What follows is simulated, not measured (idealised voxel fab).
You're looking at the process module voxel capacitor over wiring.
Cross-sectional view cut (width: 165 nm; square cell size: 5 nm).
A cross-section is a grid of square cells, given in bands from the top down. A band is one or more rows of cells.
Band entry format. Leading values: height of top, height of bottom, nm. Remainder: materials in left-to-right order, each with its width in nm. Special words: "everywhere" on a single material, which then fills the band edge to edge; "blank", empty space.
Below 0: as-received wafer, all one material; heights counted from there. Lowest band: no bottom, goes on down, written "0..down".
Quick explanation for "30..40": the width changes in equal steps down the rows of cells, from the first number in the band's top row to the second number in its bottom row.
"no change" after a step means that no cell of the cross-section changed.
The entry titled "Enclosed void listing" provides the empty spaces that have no open way to the top, restricted to those of 8 cells or more. Each is presented as width x height at distance, the distance being measured from the left edge, with all three in nm.
Where a step's line continues beyond its settings, the continuation is a remark by the simulator itself on that step.
overlay nm: mask right of planned place by this much (step with mask). Neg. = left.

### Planned process steps
- 1: RECEIVE (material Si)
- 2: CONFORMAL_DEP (material SiO2; thk nm 10)
- 3: DIRECTIONAL_DEP (material TiN; thk nm 5)
- 4: DIRECTIONAL_DEP (material W; thk nm 25)
- 5: PATTERN (tone cover; mask id METAL_1; material resist; width nm 30; pitch nm 90; thk nm 20; overlay nm 0)
- 6: DIRECTIONAL_ETCH (etch materials W; depth nm 25)
- 7: DIRECTIONAL_ETCH (etch materials TiN; depth nm 5)
- 8: STRIP (etch materials resist)
- 9: FILL_DEP (material lowk; thk nm 10)
- 10: CMP (height nm 40)
- 11: CONFORMAL_DEP (material SiCN; thk nm 5)
- 12: DIRECTIONAL_DEP (material lowk; thk nm 10)
- 13: MASKED_ETCH (tone open; mask id PLUG_1; width nm 15; etch materials lowk; depth nm 10; overlay nm 0)
- 14: MASKED_ETCH (tone open; mask id PLUG_1; width nm 15; etch materials SiCN; depth nm 5; overlay nm 0)
- 15: CONFORMAL_DEP (material TiN; thk nm 5)
- 16: FILL_DEP (material Ru; thk nm 5)
- 17: CMP (height nm 55)
- 18: DIRECTIONAL_DEP (material TiN; thk nm 10)
- 19: DIRECTIONAL_DEP (material SiN; thk nm 5)
- 20: DIRECTIONAL_DEP (material TiN; thk nm 10)
- 21: DIRECTIONAL_DEP (material aC; thk nm 15)
- 22: PATTERN (tone cover; mask id UPPER_PLATE; material resist; width nm 55; thk nm 35; overlay nm 0)
- 23: DIRECTIONAL_ETCH (etch materials aC; depth nm 15)
- 24: STRIP (etch materials resist)
- 25: DIRECTIONAL_ETCH (etch materials TiN; depth nm 10)
- 26: DIRECTIONAL_ETCH (etch materials SiN; depth nm 5)
- 27: STRIP (etch materials aC)
- 28: MASKED_ETCH (tone cover; mask id LOWER_PLATE; width nm 75; etch materials TiN; depth nm 10; overlay nm 0)
- 29: FILL_DEP (material SiO2; thk nm 20)
- 30: CMP (height nm 95)
- 31: PATTERN (tone open; mask id PLUG_2; material resist; width nm 15; thk nm 20; overlay nm 0)
- 32: DIRECTIONAL_ETCH (etch materials SiO2; depth nm 15)
- 33: STRIP (etch materials resist)
- 34: CONFORMAL_DEP (material TiN; thk nm 5)
- 35: FILL_DEP (material Ru; thk nm 10)
- 36: CMP (height nm 95)
- 37: CONFORMAL_DEP (material SiN; thk nm 5)
Every wafer here starts from the same state; it is the step 22 width nm that distinguishes them, and the value the plan gives belongs to the first wafer.

### Cut through the first of several wafers as received, post step 1
- 0..down = Si everywhere
- Enclosed void listing: none

### Below, a row for every wafer. Read it as the end-of-module picture: for each material the wafer shows its cells gained (+) or lost (-) since it was received, and then its closed voids
width nm 55, +4 Ru, +30 SiCN, +44 SiN, +258 SiO2, +78 TiN, +60 W, +186 lowk, Enclosed void listing: none
width nm 60, +4 Ru, +30 SiCN, +45 SiN, +255 SiO2, +80 TiN, +60 W, +186 lowk, Enclosed void listing: none
width nm 65, +4 Ru, +30 SiCN, +46 SiN, +252 SiO2, +82 TiN, +60 W, +186 lowk, Enclosed void listing: none
width nm 70, +4 Ru, +30 SiCN, +47 SiN, +249 SiO2, +84 TiN, +60 W, +186 lowk, Enclosed void listing: none
width nm 75, +4 Ru, +30 SiCN, +48 SiN, +246 SiO2, +86 TiN, +60 W, +186 lowk, Enclosed void listing: none
width nm 80, +4 Ru, +30 SiCN, +49 SiN, +243 SiO2, +88 TiN, +60 W, +186 lowk, Enclosed void listing: none
